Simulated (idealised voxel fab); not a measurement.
Presented below is a process module, voxel gate over fins.
Section cut is 150 nm wide and gridded with 5 nm square cells.
If you're reading a cross-section in this doc, picture square cells in a grid; it comes to you as bands, top ones listed first down to the bottom, and a band can be one or more rows of cells. The entry gives the band's vertical extent as a top height and a bottom height in nm, then its horizontal make-up as materials from left to right, each with a width in nm. "blank" stands for empty space; a single material marked "full width" fills the band edge to edge. Height reference: 0 = level under which incoming wafer is all one material. Lowest band: no bottom, runs on downward, e.g. "0 nm and below". The two numbers in a width such as "30..40" mark its ends across the band: the first belongs to the top row of cells, the second to the bottom row, and from each row to the next the width moves by the same amount. "everything unchanged" for a step: no cell of the cross-section changed in that step. "Closed void inventory": empty spaces of 8 cells or more with no open way to the top, each given as width x height at distance, distance from the left edge, all in nm. Post-settings text on a step line: simulator's own remark regarding the step. For masked steps, "overlay nm" on the step line gives how far right of plan the mask actually lay; a minus sign means it lay to the left.
**Listed below are the process steps as planned**
- 1: RECEIVE,material Si
- 2: CONFORMAL_DEP,material SiN,thk nm 5
- 3: DIRECTIONAL_DEP,material aC,thk nm 10
- 4: PATTERN,tone cover,mask id FINS,material resist,width nm 15,pitch nm 40,thk nm 25,overlay nm 0
- 5: DIRECTIONAL_ETCH,etch materials aC,depth nm 10
- 6: STRIP,etch materials resist
- 7: DIRECTIONAL_ETCH,etch materials SiN,depth nm 5
- 8: DIRECTIONAL_ETCH,etch materials Si,depth nm 30
- 9: STRIP,etch materials aC
- 10: FILL_DEP,material SiO2,thk nm 10
- 11: CMP,height nm 5
- 12: SELECTIVE_ETCH,etch materials SiO2,depth nm 15
- 13: STRIP,etch materials SiN
- 14: CONFORMAL_DEP,material HfO2,thk nm 5
- 15: CONFORMAL_DEP,material TiN,thk nm 5
- 16: FILL_DEP,material W,thk nm 10
- 17: CMP,height nm 15
- 18: CONFORMAL_DEP,material SiN,thk nm 5
**Run as planned: first of two wafers**
**Cross-section of the wafer at receipt, which is the condition after step 1**
	0 nm and below: Si full width
	Closed void inventory: none
**The wafer in cross-section once step 2 is complete**
	5 nm to 0 nm: SiN full width
	At heights below 0, the structure remains unaltered.
**The wafer in cross-section once step 3 is complete**
	15 nm to 5 nm: aC full width
	At heights below 5, the structure remains unaltered.
**The wafer in cross-section once step 4 is complete**
	40 nm to 15 nm: 45 blank; 15 resist; 25 blank; 15 resist; 50 blank
	At heights below 15, the structure remains unaltered.
**The wafer in cross-section once step 5 is complete**
	30 nm to 15 nm: 45 blank; 15 resist; 25 blank; 15 resist; 50 blank
	15 nm to 5 nm: 45 blank; 15 aC; 25 blank; 15 aC; 50 blank
	At heights below 5, the structure remains unaltered.
**The wafer in cross-section once step 6 is complete**
	15 nm to 5 nm: 45 blank; 15 aC; 25 blank; 15 aC; 50 blank
	At heights below 5, the structure remains unaltered.
**The wafer in cross-section once step 7 is complete**
	15 nm to 5 nm: 45 blank; 15 aC; 25 blank; 15 aC; 50 blank
	5 nm to 0 nm: 45 blank; 15 SiN; 25 blank; 15 SiN; 50 blank
	At heights below 0, the structure remains unaltered.
**The wafer in cross-section once step 8 is complete**
	15 nm to 5 nm: 45 blank; 15 aC; 25 blank; 15 aC; 50 blank
	5 nm to 0 nm: 45 blank; 15 SiN; 25 blank; 15 SiN; 50 blank
	0 nm to -30 nm: 45 blank; 15 Si; 25 blank; 15 Si; 50 blank
	At heights below -30, the structure remains unaltered.
**The wafer in cross-section once step 9 is complete**
	5 nm to 0 nm: 45 blank; 15 SiN; 25 blank; 15 SiN; 50 blank
	At heights below 0, the structure remains unaltered.
**The wafer in cross-section once step 10 is complete**
	15 nm to 5 nm: SiO2 full width
	5 nm to 0 nm: 45 SiO2; 15 SiN; 25 SiO2; 15 SiN; 50 SiO2
	0 nm to -30 nm: 45 SiO2; 15 Si; 25 SiO2; 15 Si; 50 SiO2
	At heights below -30, the structure remains unaltered.
**The wafer in cross-section once step 11 is complete**
	5 nm to 0 nm: 45 SiO2; 15 SiN; 25 SiO2; 15 SiN; 50 SiO2
	At heights below 0, the structure remains unaltered.
**The wafer in cross-section once step 12 is complete**
	5 nm to 0 nm: 45 blank; 15 SiN; 25 blank; 15 SiN; 50 blank
	0 nm to -10 nm: 45 blank; 15 Si; 25 blank; 15 Si; 50 blank
	At heights below -10, the structure remains unaltered.
**The wafer in cross-section once step 13 is complete**
	0 nm to -10 nm: 45 blank; 15 Si; 25 blank; 15 Si; 50 blank
	At heights below -10, the structure remains unaltered.
**The wafer in cross-section once step 14 is complete**
	5 nm to 0 nm: 40 blank; 25 HfO2; 15 blank; 25 HfO2; 45 blank
	0 nm to -5 nm: 40 blank; 5 HfO2; 15 Si; 5 HfO2; 15 blank; 5 HfO2; 15 Si; 5 HfO2; 45 blank
	-5 nm to -10 nm: 45 HfO2; 15 Si; 25 HfO2; 15 Si; 50 HfO2
	At heights below -10, the structure remains unaltered.
**The wafer in cross-section once step 15 is complete**
	10 nm to 5 nm: 35 blank; 35 TiN; 5 blank; 35 TiN; 40 blank
	5 nm to 0 nm: 35 blank; 5 TiN; 25 HfO2; 5 TiN; 5 blank; 5 TiN; 25 HfO2; 5 TiN; 40 blank
	0 nm to -5 nm: 40 TiN; 5 HfO2; 15 Si; 5 HfO2; 15 TiN; 5 HfO2; 15 Si; 5 HfO2; 45 TiN
	At heights below -5, the structure remains unaltered.
**The wafer in cross-section once step 16 is complete**
	20 nm to 10 nm: W full width
	10 nm to 5 nm: 35 W; 35 TiN; 5 W; 35 TiN; 40 W
	5 nm to 0 nm: 35 W; 5 TiN; 25 HfO2; 5 TiN; 5 W; 5 TiN; 25 HfO2; 5 TiN; 40 W
	At heights below 0, the structure remains unaltered.
**The wafer in cross-section once step 17 is complete**
	15 nm to 10 nm: W full width
	At heights below 10, the structure remains unaltered.
**The wafer in cross-section once step 18 is complete**
	20 nm to 15 nm: SiN full width
	At heights below 15, the structure remains unaltered.
**Wafer two. Same start, same plan, one slip in execution. Same as wafer one through step 7, inclusive**
**At the planned end of step 8, the second wafer in cross-section**
	15 nm to 5 nm: 45 blank; 15 aC; 25 blank; 15 aC; 50 blank
	5 nm to 0 nm: 45 blank; 15 SiN; 25 blank; 15 SiN; 50 blank
	0 nm to -60 nm: 45 blank; 15 Si; 25 blank; 15 Si; 50 blank
	At heights below -60, the structure remains unaltered.
**At the planned end of step 9, the second wafer in cross-section**
	5 nm to 0 nm: 45 blank; 15 SiN; 25 blank; 15 SiN; 50 blank
	At heights below 0, the structure remains unaltered.
**At the planned end of step 10, the second wafer in cross-section**
	15 nm to 5 nm: SiO2 full width
	5 nm to 0 nm: 45 SiO2; 15 SiN; 25 SiO2; 15 SiN; 50 SiO2
	0 nm to -60 nm: 45 SiO2; 15 Si; 25 SiO2; 15 Si; 50 SiO2
	At heights below -60, the structure remains unaltered.
**At the planned end of step 11, the second wafer in cross-section**
	5 nm to 0 nm: 45 SiO2; 15 SiN; 25 SiO2; 15 SiN; 50 SiO2
	At heights below 0, the structure remains unaltered.
**At the planned end of step 12, the second wafer in cross-section**
	5 nm to 0 nm: 45 blank; 15 SiN; 25 blank; 15 SiN; 50 blank
	0 nm to -10 nm: 45 blank; 15 Si; 25 blank; 15 Si; 50 blank
	At heights below -10, the structure remains unaltered.
**At the planned end of step 13, the second wafer in cross-section**
	0 nm to -10 nm: 45 blank; 15 Si; 25 blank; 15 Si; 50 blank
	At heights below -10, the structure remains unaltered.
**At the planned end of step 14, the second wafer in cross-section**
	5 nm to 0 nm: 40 blank; 25 HfO2; 15 blank; 25 HfO2; 45 blank
	0 nm to -5 nm: 40 blank; 5 HfO2; 15 Si; 5 HfO2; 15 blank; 5 HfO2; 15 Si; 5 HfO2; 45 blank
	-5 nm to -10 nm: 45 HfO2; 15 Si; 25 HfO2; 15 Si; 50 HfO2
	At heights below -10, the structure remains unaltered.
**At the planned end of step 15, the second wafer in cross-section**
	10 nm to 5 nm: 35 blank; 35 TiN; 5 blank; 35 TiN; 40 blank
	5 nm to 0 nm: 35 blank; 5 TiN; 25 HfO2; 5 TiN; 5 blank; 5 TiN; 25 HfO2; 5 TiN; 40 blank
	0 nm to -5 nm: 40 TiN; 5 HfO2; 15 Si; 5 HfO2; 15 TiN; 5 HfO2; 15 Si; 5 HfO2; 45 TiN
	At heights below -5, the structure remains unaltered.
**At the planned end of step 16, the second wafer in cross-section**
	20 nm to 10 nm: W full width
	10 nm to 5 nm: 35 W; 35 TiN; 5 W; 35 TiN; 40 W
	5 nm to 0 nm: 35 W; 5 TiN; 25 HfO2; 5 TiN; 5 W; 5 TiN; 25 HfO2; 5 TiN; 40 W
	At heights below 0, the structure remains unaltered.
**At the planned end of step 17, the second wafer in cross-section**
	15 nm to 10 nm: W full width
	At heights below 10, the structure remains unaltered.
**At the planned end of step 18, the second wafer in cross-section**
	20 nm to 15 nm: SiN full width
	At heights below 15, the structure remains unaltered.
Processing error: it should be noted that step 8 of the plan was executed twice
Final cells, second wafer relative to first, materials higher or lower: -144 Si, +144 SiO2
